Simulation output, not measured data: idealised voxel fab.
The process module presented herein is designated voxel capacitor over wiring.
This is section cut - it's 140 nm across, gridded in 5 nm square cells.
Cross-section spec: square-cell grid; bands listed top down; each band is one or more rows. The entry gives the band's vertical extent as a top height and a bottom height in nm, then its horizontal make-up as materials from left to right, each with a width in nm. "blank" stands for empty space; a single material marked "all across" fills the band edge to edge. Ref level 0: as-received wafer is one material below here. Bottom band extends down with no lower bound ("top 0, no bottom"). Per-row width for "30->40": begins at first number (top row of band), ends at second number (bottom row), increment between rows held constant. "stayed the same" means the step left every cell of the cross-section as it was. "Sealed void inventory": empty spaces of 8 cells or more with no open way to the top, each given as width x height at distance, distance from the left edge, all in nm. The remark found on a step's line after its settings is issued by the simulator itself and pertains to that step. On any step carrying a mask, the "overlay nm" setting, if present on the step's line, tells how far right of its planned place the mask lay; negative values point to the left.
[So here's the lineup of process steps we planned]
1. RECEIVE,material Si
2. CONFORMAL_DEP,material SiO2,thk nm 15
3. DIRECTIONAL_DEP,material TiN,thk nm 5
4. DIRECTIONAL_DEP,material Ru,thk nm 15
5. PATTERN,tone cover,mask id METAL_1,material resist,width nm 25,pitch nm 85,thk nm 15,overlay nm 0
6. DIRECTIONAL_ETCH,etch materials Ru,depth nm 15
7. DIRECTIONAL_ETCH,etch materials TiN,depth nm 5
8. STRIP,etch materials resist
9. FILL_DEP,material lowk,thk nm 10
10. CMP,height nm 35
11. CONFORMAL_DEP,material SiCN,thk nm 5
12. DIRECTIONAL_DEP,material lowk,thk nm 20
13. PATTERN,tone open,mask id PLUG_1,material resist,width nm 15,thk nm 15,overlay nm 0
14. DIRECTIONAL_ETCH,etch materials lowk,depth nm 20
15. DIRECTIONAL_ETCH,etch materials SiCN,depth nm 5
16. STRIP,etch materials resist
17. EPI,material Ru,thk nm 10
18. EPI,material Ru,thk nm 10
19. EPI,material Ru,thk nm 5
20. DIRECTIONAL_DEP,material TiN,thk nm 10
21. DIRECTIONAL_DEP,material SiN,thk nm 5
22. DIRECTIONAL_DEP,material TiN,thk nm 5
23. MASKED_ETCH,tone cover,mask id UPPER_PLATE,width nm 65,etch materials TiN,depth nm 5,overlay nm 0
24. MASKED_ETCH,tone cover,mask id UPPER_PLATE,width nm 65,etch materials SiN,depth nm 5,overlay nm 0
25. MASKED_ETCH,tone cover,mask id LOWER_PLATE,width nm 75,etch materials TiN,depth nm 10,overlay nm 0
26. FILL_DEP,material SiO2,thk nm 15
27. CMP,height nm 90
28. MASKED_ETCH,tone open,mask id PLUG_2,width nm 15,etch materials SiO2,depth nm 10,overlay nm 0
29. CONFORMAL_DEP,material TiN,thk nm 5
30. FILL_DEP,material Ru,thk nm 10
31. CMP,height nm 90
32. CONFORMAL_DEP,material SiCN,thk nm 5
[As-received wafer cross-section (after step 1)]
    top 0, no bottom  Si all across
    Sealed void inventory: none
[Cross-sectional image of the first of two wafers at the end of the module, the run having proceeded as planned]
    top 95, bottom 90  SiCN all across
    top 90, bottom 85  35 of SiO2 / 5 of TiN / 5 of Ru / 5 of TiN / 90 of SiO2
    top 85, bottom 75  35->25 of SiO2 / 15->65 of TiN / 90->50 of SiO2
    top 75, bottom 70  25 of SiO2 / 65 of SiN / 50 of SiO2
    top 70, bottom 60  20 of SiO2 / 75 of TiN / 45 of SiO2
    top 60, bottom 40  25 of lowk / 15 of Ru / 100 of lowk
    top 40, bottom 35  25 of SiCN / 15 of Ru / 100 of SiCN
    top 35, bottom 20  15 of lowk / 25 of Ru / 60 of lowk / 25 of Ru / 15 of lowk
    top 20, bottom 15  15 of lowk / 25 of TiN / 60 of lowk / 25 of TiN / 15 of lowk
    top 15, bottom 0  SiO2 all across
    top 0, no bottom  Si all across
    Sealed void inventory: none
[Cross-section, second wafer: same start as the first, same plan as the first, one mistake in running it; taken at the end of the module]
    top 95, bottom 90  SiCN all across
    top 90, bottom 80  20 of SiO2 / 5 of TiN / 10 of SiO2 / 60 of TiN / 45 of SiO2
    top 80, bottom 75  25 of lowk / 15 of TiN / 100 of lowk
    top 75, bottom 70  25 of lowk / 15 of SiN / 100 of lowk
    top 70, bottom 60  25 of lowk / 15 of TiN / 100 of lowk
    top 60, bottom 40  lowk all across
    top 40, bottom 35  SiCN all across
    top 35, bottom 20  15 of lowk / 25 of Ru / 60 of lowk / 25 of Ru / 15 of lowk
    top 20, bottom 15  15 of lowk / 25 of TiN / 60 of lowk / 25 of TiN / 15 of lowk
    top 15, bottom 0  SiO2 all across
    top 0, no bottom  Si all across
    Sealed void inventory: none
Diagnosis: step 12 was run twice
Wrapping up, a cell-based count of both wafers puts the second over or under the first for these materials: -16 Ru, +3 SiCN, -10 SiN, -76 SiO2, -13 TiN, +112 lowk
